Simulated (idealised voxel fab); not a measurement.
Process module heading - voxel transistor to metal
In the cross-section labelled cut, the width is 175 nm and each square cell is 5 nm.
We lay out every cross-section as a grid of square cells and spell it out in bands from the top down, where one band means one or more rows of cells.
What a band's entry tells you: where the top is and where the bottom is, as heights in nm, and after that what lies inside, material by material from left to right, each with its width in nm. Empty space is written as the word "air", and a single material marked with the word "all across" occupies the band from edge to edge.
Where do heights start? At 0: under that level the wafer as delivered is made of one material only. And the lowest band has no floor; it just carries on downward, as in "from 0 down".
Note: "30 to 40" means the width goes from the first number (top row of the band) to the second number (bottom row) in equal steps per row of cells.
The cross-section has no changed cell in any step marked "identical to before".
Closed-off voids of 8+ cells (no open route to the top) go in "Cavities, sealed", written width x height at distance from the left edge, in nm.
Step line, after settings: the simulator's comment on this step.
overlay nm: step with mask; distance mask lay right of planned place; negative value = left of planned place.

List of planned process steps
- 1: RECEIVE with material Si
- 2: OXIDIZE with depth nm 5
- 3: CONFORMAL_DEP with material SiN, thk nm 10
- 4: MASKED_ETCH with tone cover, mask id ACTIVE, width nm 110, etch materials SiN, depth nm 10, overlay nm 0
- 5: MASKED_ETCH with tone cover, mask id ACTIVE, width nm 110, etch materials SiO2, depth nm 5, overlay nm 0
- 6: MASKED_ETCH with tone cover, mask id ACTIVE, width nm 100, etch materials Si, depth nm 25, overlay nm 0
- 7: OXIDIZE with depth nm 5
- 8: FILL_DEP with material SiO2, thk nm 5
- 9: CMP with height nm 10
- 10: SELECTIVE_ETCH with etch materials SiO2, depth nm 5
- 11: STRIP with etch materials SiN
- 12: SELECTIVE_ETCH with etch materials SiO2, depth nm 5
- 13: OXIDIZE with depth nm 5
- 14: DIRECTIONAL_DEP with material polySi, thk nm 25
- 15: DIRECTIONAL_DEP with material SiCN, thk nm 15
- 16: MASKED_ETCH with tone cover, mask id GATE, width nm 30, etch materials SiCN, depth nm 25, overlay nm 0
- 17: MASKED_ETCH with tone cover, mask id GATE, width nm 30, etch materials polySi, depth nm 35, overlay nm 0
- 18: CONFORMAL_DEP with material SiO2, thk nm 5
- 19: DIRECTIONAL_ETCH with etch materials SiO2, depth nm 5
- 20: CONFORMAL_DEP with material SiN, thk nm 5
- 21: DIRECTIONAL_ETCH with etch materials SiN, depth nm 5
- 22: DIRECTIONAL_ETCH with etch materials SiO2, depth nm 5
- 23: DIRECTIONAL_ETCH with etch materials Si, depth nm 10
- 24: EPI with material nSi, thk nm 10
- 25: FILL_DEP with material SiO2, thk nm 10
- 26: CMP with height nm 20
- 27: STRIP with etch materials polySi
- 28: SELECTIVE_ETCH with etch materials SiO2, depth nm 5
- 29: CONFORMAL_DEP with material HfO2, thk nm 5
- 30: CONFORMAL_DEP with material TiN, thk nm 5
- 31: FILL_DEP with material W, thk nm 10
- 32: CMP with height nm 15
- 33: DIRECTIONAL_DEP with material SiO2, thk nm 10
- 34: DIRECTIONAL_DEP with material aC, thk nm 15
- 35: PATTERN with tone open, mask id CONTACT, material resist, width nm 15, pitch nm 75, thk nm 35, overlay nm 0
- 36: DIRECTIONAL_ETCH with etch materials aC, depth nm 15
- 37: STRIP with etch materials resist
- 38: DIRECTIONAL_ETCH with etch materials SiO2, depth nm 35
- 39: STRIP with etch materials aC
- 40: CONFORMAL_DEP with material TiN, thk nm 5
- 41: FILL_DEP with material Ru, thk nm 5
- 42: CMP with height nm 25
- 43: DIRECTIONAL_DEP with material TiN, thk nm 5
- 44: DIRECTIONAL_DEP with material W, thk nm 25
- 45: DIRECTIONAL_DEP with material aC, thk nm 10
- 46: PATTERN with tone cover, mask id METAL_1, material resist, width nm 15, pitch nm 75, thk nm 25, overlay nm 0
- 47: DIRECTIONAL_ETCH with etch materials aC, depth nm 10
- 48: STRIP with etch materials resist
- 49: DIRECTIONAL_ETCH with etch materials W, depth nm 25
- 50: DIRECTIONAL_ETCH with etch materials TiN, depth nm 5
- 51: STRIP with etch materials aC
- 52: CONFORMAL_DEP with material SiCN, thk nm 5
- 53: FILL_DEP with material lowk, thk nm 5
- 54: CMP with height nm 55
- 55: CONFORMAL_DEP with material SiCN, thk nm 5
The plan's step 6 width nm is the first wafer's value; the wafers differ in this setting and start identical.

Cross-sectional view of the first of several wafers in the as-received condition, corresponding to the state following step 1
from 0 down = Si all across
Cavities, sealed: none

First wafer at the end, after step 55
from 60 to 55 = SiCN all across
from 55 to 30 = 35 lowk, then 5 SiCN, then 15 W, then 5 SiCN, then 50 lowk, then 5 SiCN, then 15 W, then 5 SiCN, then 40 lowk
from 30 to 25 = 40 SiCN, then 15 TiN, then 60 SiCN, then 15 TiN, then 45 SiCN
from 25 to 15 = 40 SiO2, then 5 TiN, then 5 Ru, then 5 TiN, then 60 SiO2, then 5 TiN, then 5 Ru, then 5 TiN, then 45 SiO2
from 15 to 5 = 40 SiO2, then 5 TiN, then 5 Ru, then 5 TiN, then 5 SiO2, then 5 SiN, then 5 HfO2, then 5 TiN, then 20 W, then 5 TiN, then 5 HfO2, then 5 SiN, then 5 SiO2, then 5 TiN, then 5 Ru, then 5 TiN, then 45 SiO2
from 5 to 0 = 40 SiO2, then 15 TiN, then 5 SiO2, then 5 SiN, then 5 HfO2, then 5 TiN, then 20 W, then 5 TiN, then 5 HfO2, then 5 SiN, then 5 SiO2, then 15 TiN, then 45 SiO2
from 0 to -5 = 30 SiO2, then 5 SiN, then 5 SiO2, then 10 TiN, then 10 nSi, then 5 SiN, then 5 HfO2, then 30 TiN, then 5 HfO2, then 5 SiN, then 10 nSi, then 10 TiN, then 5 SiO2, then 5 SiN, then 35 SiO2
from -5 to -10 = 40 SiO2, then 10 TiN, then 10 nSi, then 5 SiO2, then 40 HfO2, then 5 SiO2, then 10 nSi, then 10 TiN, then 45 SiO2
from -10 to -20 = 35 SiO2, then 25 nSi, then 50 Si, then 25 nSi, then 40 SiO2
from -20 to -35 = 35 SiO2, then 100 Si, then 40 SiO2
from -35 down = Si all across
Cavities, sealed: none

The final wafer, sectioned at module end
from 60 to 55 = SiCN all across
from 55 to 30 = 35 lowk, then 5 SiCN, then 15 W, then 5 SiCN, then 50 lowk, then 5 SiCN, then 15 W, then 5 SiCN, then 40 lowk
from 30 to 25 = 40 SiCN, then 15 TiN, then 60 SiCN, then 15 TiN, then 45 SiCN
from 25 to 15 = 40 SiO2, then 5 TiN, then 5 Ru, then 5 TiN, then 60 SiO2, then 5 TiN, then 5 Ru, then 5 TiN, then 45 SiO2
from 15 to 5 = 40 SiO2, then 5 TiN, then 5 Ru, then 5 TiN, then 5 SiO2, then 5 SiN, then 5 HfO2, then 5 TiN, then 20 W, then 5 TiN, then 5 HfO2, then 5 SiN, then 5 SiO2, then 5 TiN, then 5 Ru, then 5 TiN, then 45 SiO2
from 5 to 0 = 40 SiO2, then 15 TiN, then 5 SiO2, then 5 SiN, then 5 HfO2, then 5 TiN, then 20 W, then 5 TiN, then 5 HfO2, then 5 SiN, then 5 SiO2, then 15 TiN, then 45 SiO2
from 0 to -5 = 30 SiO2, then 5 SiN, then 10 nSi, then 5 TiN, then 10 nSi, then 5 SiN, then 5 HfO2, then 30 TiN, then 5 HfO2, then 5 SiN, then 10 nSi, then 5 TiN, then 10 nSi, then 5 SiN, then 35 SiO2
from -5 to -10 = 35 SiO2, then 10 nSi, then 5 TiN, then 10 nSi, then 5 SiO2, then 40 HfO2, then 5 SiO2, then 10 nSi, then 5 TiN, then 10 nSi, then 40 SiO2
from -10 to -20 = 30 SiO2, then 5 Si, then 25 nSi, then 50 Si, then 25 nSi, then 10 Si, then 30 SiO2
from -20 to -35 = 30 SiO2, then 115 Si, then 30 SiO2
from -35 down = Si all across
Cavities, sealed: none

Basically each wafer gets a line in the table, showing it at the end of the module: material by material, the cells it gained (+) or lost (-) since we got it, then its closed voids
width nm 100 | +16 HfO2 | +8 Ru | -165 Si | +84 SiCN | +10 SiN | +224 SiO2 | +48 TiN | +42 W | +125 lowk | +28 nSi | Cavities, sealed: none
width nm 105 | +16 HfO2 | +8 Ru | -165 Si | +84 SiCN | +10 SiN | +224 SiO2 | +48 TiN | +42 W | +125 lowk | +28 nSi | Cavities, sealed: none
width nm 110 | +16 HfO2 | +8 Ru | -165 Si | +84 SiCN | +10 SiN | +224 SiO2 | +48 TiN | +42 W | +125 lowk | +28 nSi | Cavities, sealed: none
width nm 115 | +16 HfO2 | +8 Ru | -160 Si | +84 SiCN | +10 SiN | +217 SiO2 | +46 TiN | +42 W | +125 lowk | +32 nSi | Cavities, sealed: none
width nm 120 | +16 HfO2 | +8 Ru | -155 Si | +84 SiCN | +10 SiN | +210 SiO2 | +44 TiN | +42 W | +125 lowk | +36 nSi | Cavities, sealed: none
width nm 125 | +16 HfO2 | +8 Ru | -150 Si | +84 SiCN | +10 SiN | +205 SiO2 | +44 TiN | +42 W | +125 lowk | +36 nSi | Cavities, sealed: none
